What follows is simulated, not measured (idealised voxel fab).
This section sets out a process module, namely voxel self aligned vias.
We display cut, a cross-section 180 nm in width whose square cells are each 5 nm.
In this document a cross-section is written as a grid of square cells. It is given as a series of bands, listed from the top down, and a band is one or more rows of cells.
Per band: top height and bottom height in nm, followed by the left-to-right materials and their widths in nm; "everywhere" marks a single material spanning edge to edge, "blank" marks empty space.
The reference from which all heights are counted is 0, the level beneath which the as-received wafer is entirely one material; the lowest band, having no lower bound, proceeds downward and is written after the example "z 0 and below".
Think of "30 to 40" as a width that walks from the first number to the second as you go down the band, top row to bottom row, taking equal-sized steps from row to row.
Step marked "everything unchanged"? Then no cell in the cross-section changed in it.
"Enclosed cavities" lists enclosed empty spaces (at least 8 cells, no open path upward to the top), each as width x height at distance from the left edge, in nm.
It should be noted that, on the line of a given step, the content following the step's settings is a remark produced by the simulator itself with respect to that step.
The line of a step may include "overlay nm". On a step with a mask, this value is how far to the right of its planned place the mask lay. A negative value means the mask lay to the left.
**The following list gives the planned process steps**
| 1 | RECEIVE [material Si] |
| 2 | CONFORMAL_DEP [material SiO2] [thk nm 10] |
| 3 | CONFORMAL_DEP [material SiCN] [thk nm 5] |
| 4 | DIRECTIONAL_DEP [material SiO2] [thk nm 25] |
| 5 | PATTERN [tone open] [mask id LINES] [material resist] [width nm 30] [pitch nm 55] [thk nm 20] [overlay nm 0] |
| 6 | DIRECTIONAL_ETCH [etch materials SiO2] [depth nm 25] |
| 7 | STRIP [etch materials resist] |
| 8 | CONFORMAL_DEP [material TiN] [thk nm 5] |
| 9 | FILL_DEP [material W] [thk nm 10] |
| 10 | CMP [height nm 40] |
| 11 | SELECTIVE_ETCH [etch materials W Ru TiN] [depth nm 10] |
| 12 | FILL_DEP [material SiN] [thk nm 5] |
| 13 | CMP [height nm 40] |
| 14 | DIRECTIONAL_DEP [material SiO2] [thk nm 20] |
| 15 | PATTERN [tone open] [mask id VIAS] [material resist] [width nm 40] [pitch nm 55] [thk nm 20] [overlay nm 0] |
| 16 | DIRECTIONAL_ETCH [etch materials SiO2] [depth nm 20] |
| 17 | DIRECTIONAL_ETCH [etch materials SiN] [depth nm 10] |
| 18 | STRIP [etch materials resist] |
| 19 | CONFORMAL_DEP [material TiN] [thk nm 5] |
| 20 | FILL_DEP [material Cu] [thk nm 5] |
| 21 | CMP [height nm 60] |
| 22 | CONFORMAL_DEP [material SiN] [thk nm 5] |
**Of two wafers, the first: run according to plan**
**Wafer cross-section on receipt, i.e. after step 1**
z 0 and below  Si everywhere
Enclosed cavities: none
**Step 2 complete: cross-section through the wafer**
z 10 to 0  SiO2 everywhere
Everything under 0 stays put, no change at all.
**Step 3 complete: cross-section through the wafer**
z 15 to 10  SiCN everywhere
Everything under 10 stays put, no change at all.
**Step 4 complete: cross-section through the wafer**
z 40 to 15  SiO2 everywhere
Everything under 15 stays put, no change at all.
**Step 5 complete: cross-section through the wafer**
z 60 to 40  45 nm resist, 30 nm blank, 25 nm resist, 30 nm blank, 50 nm resist
Everything under 40 stays put, no change at all.
**Step 6 complete: cross-section through the wafer**
z 60 to 40  45 nm resist, 30 nm blank, 25 nm resist, 30 nm blank, 50 nm resist
z 40 to 15  45 nm SiO2, 30 nm blank, 25 nm SiO2, 30 nm blank, 50 nm SiO2
Everything under 15 stays put, no change at all.
**Step 7 complete: cross-section through the wafer**
z 40 to 15  45 nm SiO2, 30 nm blank, 25 nm SiO2, 30 nm blank, 50 nm SiO2
Everything under 15 stays put, no change at all.
**Step 8 complete: cross-section through the wafer**
z 45 to 40  50 nm TiN, 20 nm blank, 35 nm TiN, 20 nm blank, 55 nm TiN
z 40 to 20  45 nm SiO2, 5 nm TiN, 20 nm blank, 5 nm TiN, 25 nm SiO2, 5 nm TiN, 20 nm blank, 5 nm TiN, 50 nm SiO2
z 20 to 15  45 nm SiO2, 30 nm TiN, 25 nm SiO2, 30 nm TiN, 50 nm SiO2
Everything under 15 stays put, no change at all.
**Step 9 complete: cross-section through the wafer**
z 55 to 45  W everywhere
z 45 to 40  50 nm TiN, 20 nm W, 35 nm TiN, 20 nm W, 55 nm TiN
z 40 to 20  45 nm SiO2, 5 nm TiN, 20 nm W, 5 nm TiN, 25 nm SiO2, 5 nm TiN, 20 nm W, 5 nm TiN, 50 nm SiO2
Everything under 20 stays put, no change at all.
**Step 10 complete: cross-section through the wafer**
z 40 to 20  45 nm SiO2, 5 nm TiN, 20 nm W, 5 nm TiN, 25 nm SiO2, 5 nm TiN, 20 nm W, 5 nm TiN, 50 nm SiO2
Everything under 20 stays put, no change at all.
**Step 11 complete: cross-section through the wafer**
z 40 to 30  45 nm SiO2, 30 nm blank, 25 nm SiO2, 30 nm blank, 50 nm SiO2
Everything under 30 stays put, no change at all.
**Step 12 complete: cross-section through the wafer**
z 45 to 40  SiN everywhere
z 40 to 30  45 nm SiO2, 30 nm SiN, 25 nm SiO2, 30 nm SiN, 50 nm SiO2
Everything under 30 stays put, no change at all.
**Step 13 complete: cross-section through the wafer**
z 40 to 30  45 nm SiO2, 30 nm SiN, 25 nm SiO2, 30 nm SiN, 50 nm SiO2
Everything under 30 stays put, no change at all.
**Step 14 complete: cross-section through the wafer**
z 60 to 40  SiO2 everywhere
Everything under 40 stays put, no change at all.
**Step 15 complete: cross-section through the wafer**
z 80 to 60  40 nm resist, 40 nm blank, 15 nm resist, 40 nm blank, 45 nm resist
Everything under 60 stays put, no change at all.
**Step 16 complete: cross-section through the wafer**
z 80 to 60  40 nm resist, 40 nm blank, 15 nm resist, 40 nm blank, 45 nm resist
z 60 to 40  40 nm SiO2, 40 nm blank, 15 nm SiO2, 40 nm blank, 45 nm SiO2
Everything under 40 stays put, no change at all.
**Step 17 complete: cross-section through the wafer**
z 80 to 60  40 nm resist, 40 nm blank, 15 nm resist, 40 nm blank, 45 nm resist
z 60 to 40  40 nm SiO2, 40 nm blank, 15 nm SiO2, 40 nm blank, 45 nm SiO2
z 40 to 30  45 nm SiO2, 30 nm blank, 25 nm SiO2, 30 nm blank, 50 nm SiO2
Everything under 30 stays put, no change at all.
**Step 18 complete: cross-section through the wafer**
z 60 to 40  40 nm SiO2, 40 nm blank, 15 nm SiO2, 40 nm blank, 45 nm SiO2
Everything under 40 stays put, no change at all.
**Step 19 complete: cross-section through the wafer**
z 65 to 60  45 nm TiN, 30 nm blank, 25 nm TiN, 30 nm blank, 50 nm TiN
z 60 to 45  40 nm SiO2, 5 nm TiN, 30 nm blank, 5 nm TiN, 15 nm SiO2, 5 nm TiN, 30 nm blank, 5 nm TiN, 45 nm SiO2
z 45 to 35  40 to 45 nm SiO2, 10 to 5 nm TiN, 20 nm blank, 10 to 5 nm TiN, 15 to 25 nm SiO2, 10 to 5 nm TiN, 20 nm blank, 10 to 5 nm TiN, 45 to 50 nm SiO2
z 35 to 30  45 nm SiO2, 30 nm TiN, 25 nm SiO2, 30 nm TiN, 50 nm SiO2
Everything under 30 stays put, no change at all.
**Step 20 complete: cross-section through the wafer**
z 70 to 65  Cu everywhere
z 65 to 60  45 nm TiN, 30 nm Cu, 25 nm TiN, 30 nm Cu, 50 nm TiN
z 60 to 45  40 nm SiO2, 5 nm TiN, 30 nm Cu, 5 nm TiN, 15 nm SiO2, 5 nm TiN, 30 nm Cu, 5 nm TiN, 45 nm SiO2
z 45 to 35  40 to 45 nm SiO2, 10 to 5 nm TiN, 20 nm Cu, 10 to 5 nm TiN, 15 to 25 nm SiO2, 10 to 5 nm TiN, 20 nm Cu, 10 to 5 nm TiN, 45 to 50 nm SiO2
Everything under 35 stays put, no change at all.
**Step 21 complete: cross-section through the wafer**
z 60 to 45  40 nm SiO2, 5 nm TiN, 30 nm Cu, 5 nm TiN, 15 nm SiO2, 5 nm TiN, 30 nm Cu, 5 nm TiN, 45 nm SiO2
Everything under 45 stays put, no change at all.
**Step 22 complete: cross-section through the wafer**
z 65 to 60  SiN everywhere
Everything under 60 stays put, no change at all.
**Wafer two of the pair: same origin, same plan, one error during the run; identical to wafer one up to and including step 15**
**Second wafer, cross-section, planned end of step 16**
z 80 to 60  40 nm resist, 40 nm blank, 15 nm resist, 40 nm blank, 45 nm resist
z 60 to 40  40 nm SiO2, 40 nm blank, 15 nm SiO2, 40 nm blank, 45 nm SiO2
z 40 to 30  40 nm SiO2, 5 nm blank, 30 nm SiN, 5 nm blank, 15 nm SiO2, 5 nm blank, 30 nm SiN, 5 nm blank, 45 nm SiO2
z 30 to 20  40 nm SiO2, 5 nm blank, 5 nm TiN, 20 nm W, 5 nm TiN, 5 nm blank, 15 nm SiO2, 5 nm blank, 5 nm TiN, 20 nm W, 5 nm TiN, 5 nm blank, 45 nm SiO2
Everything under 20 stays put, no change at all.
**Second wafer, cross-section, planned end of step 17**
z 80 to 60  40 nm resist, 40 nm blank, 15 nm resist, 40 nm blank, 45 nm resist
z 60 to 30  40 nm SiO2, 40 nm blank, 15 nm SiO2, 40 nm blank, 45 nm SiO2
Everything under 30 stays put, no change at all.
**Second wafer, cross-section, planned end of step 18**
z 60 to 30  40 nm SiO2, 40 nm blank, 15 nm SiO2, 40 nm blank, 45 nm SiO2
Everything under 30 stays put, no change at all.
**Second wafer, cross-section, planned end of step 19**
z 65 to 60  45 nm TiN, 30 nm blank, 25 nm TiN, 30 nm blank, 50 nm TiN
z 60 to 35  40 nm SiO2, 5 nm TiN, 30 nm blank, 5 nm TiN, 15 nm SiO2, 5 nm TiN, 30 nm blank, 5 nm TiN, 45 nm SiO2
z 35 to 30  40 nm SiO2, 40 nm TiN, 15 nm SiO2, 40 nm TiN, 45 nm SiO2
z 30 to 20  40 nm SiO2, 10 nm TiN, 20 nm W, 10 nm TiN, 15 nm SiO2, 10 nm TiN, 20 nm W, 10 nm TiN, 45 nm SiO2
Everything under 20 stays put, no change at all.
**Second wafer, cross-section, planned end of step 20**
z 70 to 65  Cu everywhere
z 65 to 60  45 nm TiN, 30 nm Cu, 25 nm TiN, 30 nm Cu, 50 nm TiN
z 60 to 35  40 nm SiO2, 5 nm TiN, 30 nm Cu, 5 nm TiN, 15 nm SiO2, 5 nm TiN, 30 nm Cu, 5 nm TiN, 45 nm SiO2
Everything under 35 stays put, no change at all.
**Second wafer, cross-section, planned end of step 21**
z 60 to 35  40 nm SiO2, 5 nm TiN, 30 nm Cu, 5 nm TiN, 15 nm SiO2, 5 nm TiN, 30 nm Cu, 5 nm TiN, 45 nm SiO2
Everything under 35 stays put, no change at all.
**Second wafer, cross-section, planned end of step 22**
z 65 to 60  SiN everywhere
Everything under 60 stays put, no change at all.
So what did we get wrong on this run? step 16 was run twice
End of process, cell counts, second wafer against first, materials with more or fewer: Cu +8, SiO2 -16, TiN +8
